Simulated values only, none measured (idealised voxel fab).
Name of the process module below: voxel transistor to metal
Section cut is 180 nm wide and gridded with 5 nm square cells.
Reading order for cross-sections: top band down to bottom band. Underlying form: a grid of square cells. Band size: one or more rows of cells. Basically the band line says how high the top is and how high the bottom is, in nm, and then what's in it from left to right, every material with its width in nm. Empty space shows up as "blank", and if a single material carries "full width" it runs the full band edge to edge. All heights in this document are referenced to 0, defined as the level beneath which the wafer, as received, consists entirely of one material. The lowest band is not bounded below; it extends indefinitely downward and is written in the form "top 0, no bottom". Read "30 to 40" as a graded width: first number on top, second number at the bottom, same change between each pair of neighbouring rows. Where the words "no change occurred" appear for a step, the cross-section shows no cell changed by that step; every cell remained as before. This entry, "Voids lacking openings", enumerates those empty regions of no fewer than 8 cells that possess no open connection to the top. Each region is reported in the form width x height at distance, the distance being taken from the left edge, with all three quantities expressed in nm. Post-settings text on a step line: simulator's own remark regarding the step. overlay nm: for a step with a mask, the amount by which the mask lay right of where it was planned; a negative amount means left of it.

This section lists the process steps that were planned:
| 1 | RECEIVE (material Si) |
| 2 | CONFORMAL_DEP (material SiO2; thk nm 5) |
| 3 | CONFORMAL_DEP (material SiN; thk nm 10) |
| 4 | MASKED_ETCH (tone cover; mask id ACTIVE; width nm 95; etch materials SiN; depth nm 10; overlay nm 0) |
| 5 | MASKED_ETCH (tone cover; mask id ACTIVE; width nm 95; etch materials SiO2; depth nm 5; overlay nm 0) |
| 6 | MASKED_ETCH (tone cover; mask id ACTIVE; width nm 95; etch materials Si; depth nm 35; overlay nm 0) |
| 7 | OXIDIZE (depth nm 5) |
| 8 | FILL_DEP (material SiO2; thk nm 10) |
| 9 | CMP (height nm 15) |
| 10 | SELECTIVE_ETCH (etch materials SiO2; depth nm 10) |
| 11 | STRIP (etch materials SiN) |
| 12 | SELECTIVE_ETCH (etch materials SiO2; depth nm 5) |
| 13 | OXIDIZE (depth nm 5) |
| 14 | DIRECTIONAL_DEP (material polySi; thk nm 30) |
| 15 | DIRECTIONAL_DEP (material SiCN; thk nm 15) |
| 16 | PATTERN (tone cover; mask id GATE; material resist; width nm 25; thk nm 15; overlay nm 0) |
| 17 | DIRECTIONAL_ETCH (etch materials SiCN; depth nm 25) |
| 18 | DIRECTIONAL_ETCH (etch materials polySi; depth nm 40) |
| 19 | STRIP (etch materials resist) |
| 20 | CONFORMAL_DEP (material SiN; thk nm 5) |
| 21 | DIRECTIONAL_ETCH (etch materials SiN; depth nm 5) |
| 22 | DIRECTIONAL_ETCH (etch materials SiO2; depth nm 5) |
| 23 | EPI (material SiGe; thk nm 5) |
| 24 | FILL_DEP (material SiO2; thk nm 5) |
| 25 | CMP (height nm 30) |
| 26 | STRIP (etch materials polySi) |
| 27 | SELECTIVE_ETCH (etch materials SiO2; depth nm 5) |
| 28 | CONFORMAL_DEP (material HfO2; thk nm 5) |
| 29 | CONFORMAL_DEP (material TiN; thk nm 5) |
| 30 | FILL_DEP (material W; thk nm 10) |
| 31 | CMP (height nm 25) |
| 32 | DIRECTIONAL_DEP (material SiO2; thk nm 15) |
| 33 | PATTERN (tone open; mask id CONTACT; material resist; width nm 15; pitch nm 70; thk nm 15; overlay nm 0) |
| 34 | DIRECTIONAL_ETCH (etch materials SiO2; depth nm 40) |
| 35 | STRIP (etch materials resist) |
| 36 | CONFORMAL_DEP (material TiN; thk nm 5) |
| 37 | FILL_DEP (material Ru; thk nm 10) |
| 38 | CMP (height nm 40) |
| 39 | CONFORMAL_DEP (material SiN; thk nm 5) |
| 40 | DIRECTIONAL_DEP (material SiO2; thk nm 25) |
| 41 | PATTERN (tone open; mask id METAL_1; material resist; width nm 15; pitch nm 70; thk nm 15; overlay nm 0) |
| 42 | DIRECTIONAL_ETCH (etch materials SiO2; depth nm 25) |
| 43 | DIRECTIONAL_ETCH (etch materials SiN; depth nm 5) |
| 44 | STRIP (etch materials resist) |
| 45 | CONFORMAL_DEP (material TiN; thk nm 5) |
| 46 | FILL_DEP (material Cu; thk nm 10) |
| 47 | CMP (height nm 70) |
| 48 | CONFORMAL_DEP (material SiCN; thk nm 5) |
| 49 | DIRECTIONAL_DEP (material SiO2; thk nm 30) |
| 50 | DIRECTIONAL_DEP (material aC; thk nm 10) |
| 51 | PATTERN (tone open; mask id METAL_2; material resist; width nm 15; pitch nm 70; thk nm 25; overlay nm 0) |
| 52 | DIRECTIONAL_ETCH (etch materials aC; depth nm 10) |
| 53 | STRIP (etch materials resist) |
| 54 | DIRECTIONAL_ETCH (etch materials SiO2; depth nm 15) |
| 55 | STRIP (etch materials aC) |
| 56 | DIRECTIONAL_DEP (material aC; thk nm 15) |
| 57 | PATTERN (tone open; mask id METAL_2_HOLES; material resist; width nm 15; pitch nm 70; thk nm 30; overlay nm 0) |
| 58 | DIRECTIONAL_ETCH (etch materials aC; depth nm 15) |
| 59 | STRIP (etch materials resist) |
| 60 | DIRECTIONAL_ETCH (etch materials SiO2; depth nm 15) |
| 61 | DIRECTIONAL_ETCH (etch materials SiCN; depth nm 5) |
| 62 | STRIP (etch materials aC) |
| 63 | CONFORMAL_DEP (material TiN; thk nm 5) |
| 64 | FILL_DEP (material Cu; thk nm 10) |
| 65 | CMP (height nm 105) |
| 66 | CONFORMAL_DEP (material SiCN; thk nm 5) |

Cross-section: wafer on arrival = after step 1:
> top 0, no bottom = Si full width
> Voids lacking openings: none

The following cross-section depicts the wafer upon conclusion of the module. Processing commenced from the starting condition illustrated above and adhered to the plan illustrated above, save for one mistake in execution:
> top 110, bottom 105 = SiCN full width
> top 105, bottom 75 = SiO2=45, TiN=5, Cu=5, TiN=5, SiO2=55, TiN=5, Cu=5, TiN=5, SiO2=50
> top 75, bottom 70 = SiCN=45, TiN=15, SiCN=55, TiN=15, SiCN=50
> top 70, bottom 45 = SiO2=45, TiN=5, Cu=5, TiN=5, SiO2=55, TiN=5, Cu=5, TiN=5, SiO2=50
> top 45, bottom 40 = SiN=45, TiN=15, SiN=55, TiN=15, SiN=50
> top 40, bottom 35 = W=60, TiN=25, W=5, TiN=25, W=65
> top 35, bottom 30 = TiN=65, HfO2=15, TiN=5, W=5, TiN=5, HfO2=15, TiN=70
> top 30, bottom 25 = HfO2=70, SiN=5, HfO2=5, TiN=5, W=5, TiN=5, HfO2=5, SiN=5, HfO2=75
> top 25, bottom 5 = SiO2=70, SiN=5, HfO2=5, TiN=5, W=5, TiN=5, HfO2=5, SiN=5, SiO2=75
> top 5, bottom 0 = SiO2=70, SiN=5, HfO2=5, TiN=15, HfO2=5, SiN=5, SiO2=75
> top 0, bottom -5 = SiO2=40, SiGe=30, HfO2=35, SiGe=30, SiO2=45
> top -5, bottom -40 = SiO2=45, Si=85, SiO2=50
> top -40, no bottom = Si full width
> Voids lacking openings: none
Which mistake was made when the wafer was run? plan step 31: skipped, not run
